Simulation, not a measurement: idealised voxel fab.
The document below concerns the process module designated voxel wiring stack.
Cross-sectional view cut (width: 235 nm; square cell size: 5 nm).
Cross-section format: a grid of square cells, given as bands from top to bottom; each band is one or more rows of cells. Each band's line starts with the height of the band's top and of its bottom, in nm. Then come its materials from left to right, each with its width in nm. One material with "all across" fills the band from edge to edge. "blank" is empty space. All heights in this document are referenced to 0, defined as the level beneath which the wafer, as received, consists entirely of one material. The lowest band is not bounded below; it extends indefinitely downward and is written in the form "z 0 and below". Per-row width for "30 to 40": begins at first number (top row of band), ends at second number (bottom row), increment between rows held constant. Step marked "all unchanged"? Then no cell in the cross-section changed in it. Each empty space that has no open way to the top and spans at least 8 cells appears under "Trapped cavities" as width x height at distance, the distance counted from the left edge, all in nm. If you see something after the settings on a step's line, that's the simulator's own remark about that step. "overlay nm", when on a step's line for a step with a mask, measures how far to the right of its planned place the mask lay; a negative measure means to the left.

# Intended process steps
1) RECEIVE, material Si
2) CONFORMAL_DEP, material SiO2, thk nm 10
3) DIRECTIONAL_DEP, material TiN, thk nm 5
4) DIRECTIONAL_DEP, material W, thk nm 20
5) PATTERN, tone cover, mask id METAL_1, material resist, width nm 30, pitch nm 45, thk nm 20, overlay nm 0
6) DIRECTIONAL_ETCH, etch materials W, depth nm 20
7) DIRECTIONAL_ETCH, etch materials TiN, depth nm 5
8) STRIP, etch materials resist
9) FILL_DEP, material lowk, thk nm 5
10) CMP, height nm 35
11) CONFORMAL_DEP, material SiCN, thk nm 5
12) DIRECTIONAL_DEP, material SiO2, thk nm 20
13) DIRECTIONAL_DEP, material aC, thk nm 15
14) PATTERN, tone open, mask id PLUG_1, material resist, width nm 15, pitch nm 45, thk nm 35, overlay nm 0
15) DIRECTIONAL_ETCH, etch materials aC, depth nm 15
16) STRIP, etch materials resist
17) DIRECTIONAL_ETCH, etch materials SiO2, depth nm 20
18) DIRECTIONAL_ETCH, etch materials SiCN, depth nm 5
19) STRIP, etch materials aC
20) CONFORMAL_DEP, material TiN, thk nm 5
21) FILL_DEP, material W, thk nm 10
22) CMP, height nm 60
23) CONFORMAL_DEP, material SiCN, thk nm 5
24) DIRECTIONAL_DEP, material lowk, thk nm 20
25) PATTERN, tone open, mask id METAL_2, material resist, width nm 30, pitch nm 45, thk nm 15, overlay nm 0
26) DIRECTIONAL_ETCH, etch materials lowk, depth nm 20
27) DIRECTIONAL_ETCH, etch materials SiCN, depth nm 5
28) STRIP, etch materials resist
29) CONFORMAL_DEP, material TiN, thk nm 5
30) FILL_DEP, material Cu, thk nm 5
31) CMP, height nm 85
32) CONFORMAL_DEP, material SiCN, thk nm 5
33) DIRECTIONAL_DEP, material SiO2, thk nm 30
34) PATTERN, tone open, mask id METAL_3, material resist, width nm 30, pitch nm 45, thk nm 15, overlay nm 0
35) DIRECTIONAL_ETCH, etch materials SiO2, depth nm 20
36) STRIP, etch materials resist
37) PATTERN, tone open, mask id METAL_3_HOLES, material resist, width nm 15, pitch nm 90, thk nm 20, overlay nm 0
38) DIRECTIONAL_ETCH, etch materials SiO2, depth nm 10
39) DIRECTIONAL_ETCH, etch materials SiCN, depth nm 5
40) STRIP, etch materials resist
41) CONFORMAL_DEP, material TiN, thk nm 5
42) FILL_DEP, material Cu, thk nm 5
43) CMP, height nm 120
44) CONFORMAL_DEP, material SiCN, thk nm 5
45) DIRECTIONAL_DEP, material lowk, thk nm 30
46) PATTERN, tone open, mask id METAL_4, material resist, width nm 30, pitch nm 45, thk nm 20, overlay nm 0
47) DIRECTIONAL_ETCH, etch materials lowk, depth nm 15
48) STRIP, etch materials resist
49) MASKED_ETCH, tone open, mask id METAL_4_HOLES, width nm 15, pitch nm 45, etch materials lowk, depth nm 15, overlay nm 0
50) MASKED_ETCH, tone open, mask id METAL_4_HOLES, width nm 15, pitch nm 45, etch materials SiCN, depth nm 5, overlay nm 0
51) CONFORMAL_DEP, material TiN, thk nm 5
52) FILL_DEP, material Cu, thk nm 10
53) CMP, height nm 155
54) CONFORMAL_DEP, material SiN, thk nm 5

# Of two wafers, the first: run according to plan

# Cross-section of the wafer as it came to us, i.e., already through step 1
    z 0 and below | Si all across
    Trapped cavities: none

# The following cross-section depicts the wafer upon completion of step 2
    z 10 to 0 | SiO2 all across
    Nothing below the height 0 has changed.

# The following cross-section depicts the wafer upon completion of step 3
    z 15 to 10 | TiN all across
    Nothing below the height 10 has changed.

# The following cross-section depicts the wafer upon completion of step 4
    z 35 to 15 | W all across
    Nothing below the height 15 has changed.

# The following cross-section depicts the wafer upon completion of step 5
    z 55 to 35 | blank (55)  resist (30)  blank (15)  resist (30)  blank (15)  resist (30)  blank (60)
    Nothing below the height 35 has changed.

# The following cross-section depicts the wafer upon completion of step 6
    z 55 to 35 | blank (55)  resist (30)  blank (15)  resist (30)  blank (15)  resist (30)  blank (60)
    z 35 to 15 | blank (55)  W (30)  blank (15)  W (30)  blank (15)  W (30)  blank (60)
    Nothing below the height 15 has changed.

# The following cross-section depicts the wafer upon completion of step 7
    z 55 to 35 | blank (55)  resist (30)  blank (15)  resist (30)  blank (15)  resist (30)  blank (60)
    z 35 to 15 | blank (55)  W (30)  blank (15)  W (30)  blank (15)  W (30)  blank (60)
    z 15 to 10 | blank (55)  TiN (30)  blank (15)  TiN (30)  blank (15)  TiN (30)  blank (60)
    Nothing below the height 10 has changed.

# The following cross-section depicts the wafer upon completion of step 8
    z 35 to 15 | blank (55)  W (30)  blank (15)  W (30)  blank (15)  W (30)  blank (60)
    Nothing below the height 15 has changed.

# The following cross-section depicts the wafer upon completion of step 9
    z 40 to 35 | lowk all across
    z 35 to 15 | lowk (55)  W (30)  lowk (15)  W (30)  lowk (15)  W (30)  lowk (60)
    z 15 to 10 | lowk (55)  TiN (30)  lowk (15)  TiN (30)  lowk (15)  TiN (30)  lowk (60)
    Nothing below the height 10 has changed.

# The following cross-section depicts the wafer upon completion of step 10
    z 35 to 15 | lowk (55)  W (30)  lowk (15)  W (30)  lowk (15)  W (30)  lowk (60)
    Nothing below the height 15 has changed.

# The following cross-section depicts the wafer upon completion of step 11
    z 40 to 35 | SiCN all across
    Nothing below the height 35 has changed.

# The following cross-section depicts the wafer upon completion of step 12
    z 60 to 40 | SiO2 all across
    Nothing below the height 40 has changed.

# The following cross-section depicts the wafer upon completion of step 13
    z 75 to 60 | aC all across
    Nothing below the height 60 has changed.

# The following cross-section depicts the wafer upon completion of step 14
    z 110 to 75 | resist (55)  blank (15)  resist (30)  blank (15)  resist (30)  blank (15)  resist (75)
    Nothing below the height 75 has changed.

# The following cross-section depicts the wafer upon completion of step 15
    z 95 to 75 | resist (55)  blank (15)  resist (30)  blank (15)  resist (30)  blank (15)  resist (75)
    z 75 to 60 | aC (55)  blank (15)  aC (30)  blank (15)  aC (30)  blank (15)  aC (75)
    Nothing below the height 60 has changed.

# The following cross-section depicts the wafer upon completion of step 16
    z 75 to 60 | aC (55)  blank (15)  aC (30)  blank (15)  aC (30)  blank (15)  aC (75)
    Nothing below the height 60 has changed.

# The following cross-section depicts the wafer upon completion of step 17
    z 75 to 60 | aC (55)  blank (15)  aC (30)  blank (15)  aC (30)  blank (15)  aC (75)
    z 60 to 40 | SiO2 (55)  blank (15)  SiO2 (30)  blank (15)  SiO2 (30)  blank (15)  SiO2 (75)
    Nothing below the height 40 has changed.

# The following cross-section depicts the wafer upon completion of step 18
    z 75 to 60 | aC (55)  blank (15)  aC (30)  blank (15)  aC (30)  blank (15)  aC (75)
    z 60 to 40 | SiO2 (55)  blank (15)  SiO2 (30)  blank (15)  SiO2 (30)  blank (15)  SiO2 (75)
    z 40 to 35 | SiCN (55)  blank (15)  SiCN (30)  blank (15)  SiCN (30)  blank (15)  SiCN (75)
    Nothing below the height 35 has changed.

# The following cross-section depicts the wafer upon completion of step 19
    z 60 to 40 | SiO2 (55)  blank (15)  SiO2 (30)  blank (15)  SiO2 (30)  blank (15)  SiO2 (75)
    Nothing below the height 40 has changed.

# The following cross-section depicts the wafer upon completion of step 20
    z 65 to 60 | TiN (60)  blank (5)  TiN (40)  blank (5)  TiN (40)  blank (5)  TiN (80)
    z 60 to 40 | SiO2 (55)  TiN (5)  blank (5)  TiN (5)  SiO2 (30)  TiN (5)  blank (5)  TiN (5)  SiO2 (30)  TiN (5)  blank (5)  TiN (5)  SiO2 (75)
    z 40 to 35 | SiCN (55)  TiN (15)  SiCN (30)  TiN (15)  SiCN (30)  TiN (15)  SiCN (75)
    Nothing below the height 35 has changed.

# The following cross-section depicts the wafer upon completion of step 21
    z 75 to 65 | W all across
    z 65 to 60 | TiN (60)  W (5)  TiN (40)  W (5)  TiN (40)  W (5)  TiN (80)
    z 60 to 40 | SiO2 (55)  TiN (5)  W (5)  TiN (5)  SiO2 (30)  TiN (5)  W (5)  TiN (5)  SiO2 (30)  TiN (5)  W (5)  TiN (5)  SiO2 (75)
    Nothing below the height 40 has changed.

# The following cross-section depicts the wafer upon completion of step 22
    z 60 to 40 | SiO2 (55)  TiN (5)  W (5)  TiN (5)  SiO2 (30)  TiN (5)  W (5)  TiN (5)  SiO2 (30)  TiN (5)  W (5)  TiN (5)  SiO2 (75)
    Nothing below the height 40 has changed.

# The following cross-section depicts the wafer upon completion of step 23
    z 65 to 60 | SiCN all across
    Nothing below the height 60 has changed.

# The following cross-section depicts the wafer upon completion of step 24
    z 85 to 65 | lowk all across
    Nothing below the height 65 has changed.

# The following cross-section depicts the wafer upon completion of step 25
    z 100 to 85 | resist (55)  blank (30)  resist (15)  blank (30)  resist (15)  blank (30)  resist (60)
    Nothing below the height 85 has changed.

# The following cross-section depicts the wafer upon completion of step 26
    z 100 to 85 | resist (55)  blank (30)  resist (15)  blank (30)  resist (15)  blank (30)  resist (60)
    z 85 to 65 | lowk (55)  blank (30)  lowk (15)  blank (30)  lowk (15)  blank (30)  lowk (60)
    Nothing below the height 65 has changed.

# The following cross-section depicts the wafer upon completion of step 27
    z 100 to 85 | resist (55)  blank (30)  resist (15)  blank (30)  resist (15)  blank (30)  resist (60)
    z 85 to 65 | lowk (55)  blank (30)  lowk (15)  blank (30)  lowk (15)  blank (30)  lowk (60)
    z 65 to 60 | SiCN (55)  blank (30)  SiCN (15)  blank (30)  SiCN (15)  blank (30)  SiCN (60)
    Nothing below the height 60 has changed.

# The following cross-section depicts the wafer upon completion of step 28
    z 85 to 65 | lowk (55)  blank (30)  lowk (15)  blank (30)  lowk (15)  blank (30)  lowk (60)
    Nothing below the height 65 has changed.

# The following cross-section depicts the wafer upon completion of step 29
    z 90 to 85 | TiN (60)  blank (20)  TiN (25)  blank (20)  TiN (25)  blank (20)  TiN (65)
    z 85 to 65 | lowk (55)  TiN (5)  blank (20)  TiN (5)  lowk (15)  TiN (5)  blank (20)  TiN (5)  lowk (15)  TiN (5)  blank (20)  TiN (5)  lowk (60)
    z 65 to 60 | SiCN (55)  TiN (30)  SiCN (15)  TiN (30)  SiCN (15)  TiN (30)  SiCN (60)
    Nothing below the height 60 has changed.

# The following cross-section depicts the wafer upon completion of step 30
    z 95 to 90 | Cu all across
    z 90 to 85 | TiN (60)  Cu (20)  TiN (25)  Cu (20)  TiN (25)  Cu (20)  TiN (65)
    z 85 to 65 | lowk (55)  TiN (5)  Cu (20)  TiN (5)  lowk (15)  TiN (5)  Cu (20)  TiN (5)  lowk (15)  TiN (5)  Cu (20)  TiN (5)  lowk (60)
    Nothing below the height 65 has changed.

# The following cross-section depicts the wafer upon completion of step 31
    z 85 to 65 | lowk (55)  TiN (5)  Cu (20)  TiN (5)  lowk (15)  TiN (5)  Cu (20)  TiN (5)  lowk (15)  TiN (5)  Cu (20)  TiN (5)  lowk (60)
    Nothing below the height 65 has changed.

# The following cross-section depicts the wafer upon completion of step 32
    z 90 to 85 | SiCN all across
    Nothing below the height 85 has changed.

# The following cross-section depicts the wafer upon completion of step 33
    z 120 to 90 | SiO2 all across
    Nothing below the height 90 has changed.

# The following cross-section depicts the wafer upon completion of step 34
    z 135 to 120 | resist (55)  blank (30)  resist (15)  blank (30)  resist (15)  blank (30)  resist (60)
    Nothing below the height 120 has changed.

# The following cross-section depicts the wafer upon completion of step 35
    z 135 to 120 | resist (55)  blank (30)  resist (15)  blank (30)  resist (15)  blank (30)  resist (60)
    z 120 to 100 | SiO2 (55)  blank (30)  SiO2 (15)  blank (30)  SiO2 (15)  blank (30)  SiO2 (60)
    Nothing below the height 100 has changed.

# The following cross-section depicts the wafer upon completion of step 36
    z 120 to 100 | SiO2 (55)  blank (30)  SiO2 (15)  blank (30)  SiO2 (15)  blank (30)  SiO2 (60)
    Nothing below the height 100 has changed.

# The following cross-section depicts the wafer upon completion of step 37
    z 140 to 120 | resist (55)  blank (15)  resist (75)  blank (15)  resist (75)
    z 120 to 100 | SiO2 (55)  blank (15)  resist (15)  SiO2 (15)  resist (30)  SiO2 (15)  blank (15)  resist (15)  SiO2 (60)
    Nothing below the height 100 has changed.

# The following cross-section depicts the wafer upon completion of step 38
    z 140 to 120 | resist (55)  blank (15)  resist (75)  blank (15)  resist (75)
    z 120 to 100 | SiO2 (55)  blank (15)  resist (15)  SiO2 (15)  resist (30)  SiO2 (15)  blank (15)  resist (15)  SiO2 (60)
    z 100 to 90 | SiO2 (55)  blank (15)  SiO2 (75)  blank (15)  SiO2 (75)
    Nothing below the height 90 has changed.

# The following cross-section depicts the wafer upon completion of step 39
    z 140 to 120 | resist (55)  blank (15)  resist (75)  blank (15)  resist (75)
    z 120 to 100 | SiO2 (55)  blank (15)  resist (15)  SiO2 (15)  resist (30)  SiO2 (15)  blank (15)  resist (15)  SiO2 (60)
    z 100 to 90 | SiO2 (55)  blank (15)  SiO2 (75)  blank (15)  SiO2 (75)
    z 90 to 85 | SiCN (55)  blank (15)  SiCN (75)  blank (15)  SiCN (75)
    Nothing below the height 85 has changed.

# The following cross-section depicts the wafer upon completion of step 40
    z 120 to 100 | SiO2 (55)  blank (30)  SiO2 (15)  blank (30)  SiO2 (15)  blank (30)  SiO2 (60)
    Nothing below the height 100 has changed.

# The following cross-section depicts the wafer upon completion of step 41
    z 125 to 120 | TiN (60)  blank (20)  TiN (25)  blank (20)  TiN (25)  blank (20)  TiN (65)
    z 120 to 105 | SiO2 (55)  TiN (5)  blank (20)  TiN (5)  SiO2 (15)  TiN (5)  blank (20)  TiN (5)  SiO2 (15)  TiN (5)  blank (20)  TiN (5)  SiO2 (60)
    z 105 to 100 | SiO2 (55)  TiN (5)  blank (5)  TiN (20)  SiO2 (15)  TiN (30)  SiO2 (15)  TiN (5)  blank (5)  TiN (20)  SiO2 (60)
    z 100 to 90 | SiO2 (55)  TiN (5)  blank (5)  TiN (5)  SiO2 (75)  TiN (5)  blank (5)  TiN (5)  SiO2 (75)
    z 90 to 85 | SiCN (55)  TiN (15)  SiCN (75)  TiN (15)  SiCN (75)
    Nothing below the height 85 has changed.

# The following cross-section depicts the wafer upon completion of step 42
    z 130 to 125 | Cu all across
    z 125 to 120 | TiN (60)  Cu (20)  TiN (25)  Cu (20)  TiN (25)  Cu (20)  TiN (65)
    z 120 to 105 | SiO2 (55)  TiN (5)  Cu (20)  TiN (5)  SiO2 (15)  TiN (5)  Cu (20)  TiN (5)  SiO2 (15)  TiN (5)  Cu (20)  TiN (5)  SiO2 (60)
    z 105 to 100 | SiO2 (55)  TiN (5)  Cu (5)  TiN (20)  SiO2 (15)  TiN (30)  SiO2 (15)  TiN (5)  Cu (5)  TiN (20)  SiO2 (60)
    z 100 to 90 | SiO2 (55)  TiN (5)  Cu (5)  TiN (5)  SiO2 (75)  TiN (5)  Cu (5)  TiN (5)  SiO2 (75)
    Nothing below the height 90 has changed.

# The following cross-section depicts the wafer upon completion of step 43
    z 120 to 105 | SiO2 (55)  TiN (5)  Cu (20)  TiN (5)  SiO2 (15)  TiN (5)  Cu (20)  TiN (5)  SiO2 (15)  TiN (5)  Cu (20)  TiN (5)  SiO2 (60)
    Nothing below the height 105 has changed.

# The following cross-section depicts the wafer upon completion of step 44
    z 125 to 120 | SiCN all across
    Nothing below the height 120 has changed.

# The following cross-section depicts the wafer upon completion of step 45
    z 155 to 125 | lowk all across
    Nothing below the height 125 has changed.

# The following cross-section depicts the wafer upon completion of step 46
    z 175 to 155 | resist (55)  blank (30)  resist (15)  blank (30)  resist (15)  blank (30)  resist (60)
    Nothing below the height 155 has changed.

# The following cross-section depicts the wafer upon completion of step 47
    z 175 to 155 | resist (55)  blank (30)  resist (15)  blank (30)  resist (15)  blank (30)  resist (60)
    z 155 to 140 | lowk (55)  blank (30)  lowk (15)  blank (30)  lowk (15)  blank (30)  lowk (60)
    Nothing below the height 140 has changed.

# The following cross-section depicts the wafer upon completion of step 48
    z 155 to 140 | lowk (55)  blank (30)  lowk (15)  blank (30)  lowk (15)  blank (30)  lowk (60)
    Nothing below the height 140 has changed.

# The following cross-section depicts the wafer upon completion of step 49
    z 155 to 140 | lowk (55)  blank (30)  lowk (15)  blank (30)  lowk (15)  blank (30)  lowk (60)
    z 140 to 125 | lowk (55)  blank (15)  lowk (30)  blank (15)  lowk (30)  blank (15)  lowk (75)
    Nothing below the height 125 has changed.

# The following cross-section depicts the wafer upon completion of step 50
    z 155 to 140 | lowk (55)  blank (30)  lowk (15)  blank (30)  lowk (15)  blank (30)  lowk (60)
    z 140 to 125 | lowk (55)  blank (15)  lowk (30)  blank (15)  lowk (30)  blank (15)  lowk (75)
    z 125 to 120 | SiCN (55)  blank (15)  SiCN (30)  blank (15)  SiCN (30)  blank (15)  SiCN (75)
    Nothing below the height 120 has changed.

# The following cross-section depicts the wafer upon completion of step 51
    z 160 to 155 | TiN (60)  blank (20)  TiN (25)  blank (20)  TiN (25)  blank (20)  TiN (65)
    z 155 to 145 | lowk (55)  TiN (5)  blank (20)  TiN (5)  lowk (15)  TiN (5)  blank (20)  TiN (5)  lowk (15)  TiN (5)  blank (20)  TiN (5)  lowk (60)
    z 145 to 140 | lowk (55)  TiN (5)  blank (5)  TiN (20)  lowk (15)  TiN (5)  blank (5)  TiN (20)  lowk (15)  TiN (5)  blank (5)  TiN (20)  lowk (60)
    z 140 to 125 | lowk (55)  TiN (5)  blank (5)  TiN (5)  lowk (30)  TiN (5)  blank (5)  TiN (5)  lowk (30)  TiN (5)  blank (5)  TiN (5)  lowk (75)
    z 125 to 120 | SiCN (55)  TiN (15)  SiCN (30)  TiN (15)  SiCN (30)  TiN (15)  SiCN (75)
    Nothing below the height 120 has changed.

# The following cross-section depicts the wafer upon completion of step 52
    z 170 to 160 | Cu all across
    z 160 to 155 | TiN (60)  Cu (20)  TiN (25)  Cu (20)  TiN (25)  Cu (20)  TiN (65)
    z 155 to 145 | lowk (55)  TiN (5)  Cu (20)  TiN (5)  lowk (15)  TiN (5)  Cu (20)  TiN (5)  lowk (15)  TiN (5)  Cu (20)  TiN (5)  lowk (60)
    z 145 to 140 | lowk (55)  TiN (5)  Cu (5)  TiN (20)  lowk (15)  TiN (5)  Cu (5)  TiN (20)  lowk (15)  TiN (5)  Cu (5)  TiN (20)  lowk (60)
    z 140 to 125 | lowk (55)  TiN (5)  Cu (5)  TiN (5)  lowk (30)  TiN (5)  Cu (5)  TiN (5)  lowk (30)  TiN (5)  Cu (5)  TiN (5)  lowk (75)
    Nothing below the height 125 has changed.

# The following cross-section depicts the wafer upon completion of step 53
    z 155 to 145 | lowk (55)  TiN (5)  Cu (20)  TiN (5)  lowk (15)  TiN (5)  Cu (20)  TiN (5)  lowk (15)  TiN (5)  Cu (20)  TiN (5)  lowk (60)
    Nothing below the height 145 has changed.

# The following cross-section depicts the wafer upon completion of step 54
    z 160 to 155 | SiN all across
    Nothing below the height 155 has changed.

# Regarding the second of the two wafers: it shared the first wafer's starting condition and process plan, yet one error occurred during its execution. Its history coincides with that of the first wafer up to and including step 48

# Cross-section: second wafer, time at which step 49 was scheduled to end
    z 155 to 140 | lowk (50)  blank (35)  lowk (10)  blank (35)  lowk (10)  blank (35)  lowk (60)
    z 140 to 125 | lowk (55)  blank (20)  lowk (25)  blank (20)  lowk (25)  blank (20)  lowk (70)
    Nothing below the height 125 has changed.

# Cross-section: second wafer, time at which step 50 was scheduled to end
    z 155 to 140 | lowk (50)  blank (35)  lowk (10)  blank (35)  lowk (10)  blank (35)  lowk (60)
    z 140 to 125 | lowk (55)  blank (20)  lowk (25)  blank (20)  lowk (25)  blank (20)  lowk (70)
    z 125 to 120 | SiCN (55)  blank (15)  SiCN (30)  blank (15)  SiCN (30)  blank (15)  SiCN (75)
    Nothing below the height 120 has changed.

# Cross-section: second wafer, time at which step 51 was scheduled to end
    z 160 to 155 | TiN (55)  blank (25)  TiN (20)  blank (25)  TiN (20)  blank (25)  TiN (65)
    z 155 to 145 | lowk (50)  TiN (5)  blank (25)  TiN (5)  lowk (10)  TiN (5)  blank (25)  TiN (5)  lowk (10)  TiN (5)  blank (25)  TiN (5)  lowk (60)
    z 145 to 140 | lowk (50)  TiN (10)  blank (10)  TiN (15)  lowk (10)  TiN (10)  blank (10)  TiN (15)  lowk (10)  TiN (10)  blank (10)  TiN (15)  lowk (60)
    z 140 to 130 | lowk (55)  TiN (5)  blank (10)  TiN (5)  lowk (25)  TiN (5)  blank (10)  TiN (5)  lowk (25)  TiN (5)  blank (10)  TiN (5)  lowk (70)
    z 130 to 125 | lowk (55)  TiN (5)  blank (5)  TiN (10)  lowk (25)  TiN (5)  blank (5)  TiN (10)  lowk (25)  TiN (5)  blank (5)  TiN (10)  lowk (70)
    z 125 to 120 | SiCN (55)  TiN (15)  SiCN (30)  TiN (15)  SiCN (30)  TiN (15)  SiCN (75)
    Nothing below the height 120 has changed.

# Cross-section: second wafer, time at which step 52 was scheduled to end
    z 170 to 160 | Cu all across
    z 160 to 155 | TiN (55)  Cu (25)  TiN (20)  Cu (25)  TiN (20)  Cu (25)  TiN (65)
    z 155 to 145 | lowk (50)  TiN (5)  Cu (25)  TiN (5)  lowk (10)  TiN (5)  Cu (25)  TiN (5)  lowk (10)  TiN (5)  Cu (25)  TiN (5)  lowk (60)
    z 145 to 140 | lowk (50)  TiN (10)  Cu (10)  TiN (15)  lowk (10)  TiN (10)  Cu (10)  TiN (15)  lowk (10)  TiN (10)  Cu (10)  TiN (15)  lowk (60)
    z 140 to 130 | lowk (55)  TiN (5)  Cu (10)  TiN (5)  lowk (25)  TiN (5)  Cu (10)  TiN (5)  lowk (25)  TiN (5)  Cu (10)  TiN (5)  lowk (70)
    z 130 to 125 | lowk (55)  TiN (5)  Cu (5)  TiN (10)  lowk (25)  TiN (5)  Cu (5)  TiN (10)  lowk (25)  TiN (5)  Cu (5)  TiN (10)  lowk (70)
    Nothing below the height 125 has changed.

# Cross-section: second wafer, time at which step 53 was scheduled to end
    z 155 to 145 | lowk (50)  TiN (5)  Cu (25)  TiN (5)  lowk (10)  TiN (5)  Cu (25)  TiN (5)  lowk (10)  TiN (5)  Cu (25)  TiN (5)  lowk (60)
    Nothing below the height 145 has changed.

# Cross-section: second wafer, time at which step 54 was scheduled to end
    z 160 to 155 | SiN all across
    Nothing below the height 155 has changed.
Against the plan, the run slipped here: step 49 was run on a setting that differed from the plan, and what really ran there is MASKED_ETCH, tone open, mask id METAL_4_HOLES, width nm 25, pitch nm 45, etch materials lowk, depth nm 15, overlay nm 0
It is noted that, at the conclusion of processing, the second wafer exhibits a higher or lower cell count for certain materials relative to the first: 15 more of Cu; 3 more of TiN; 18 fewer of lowk
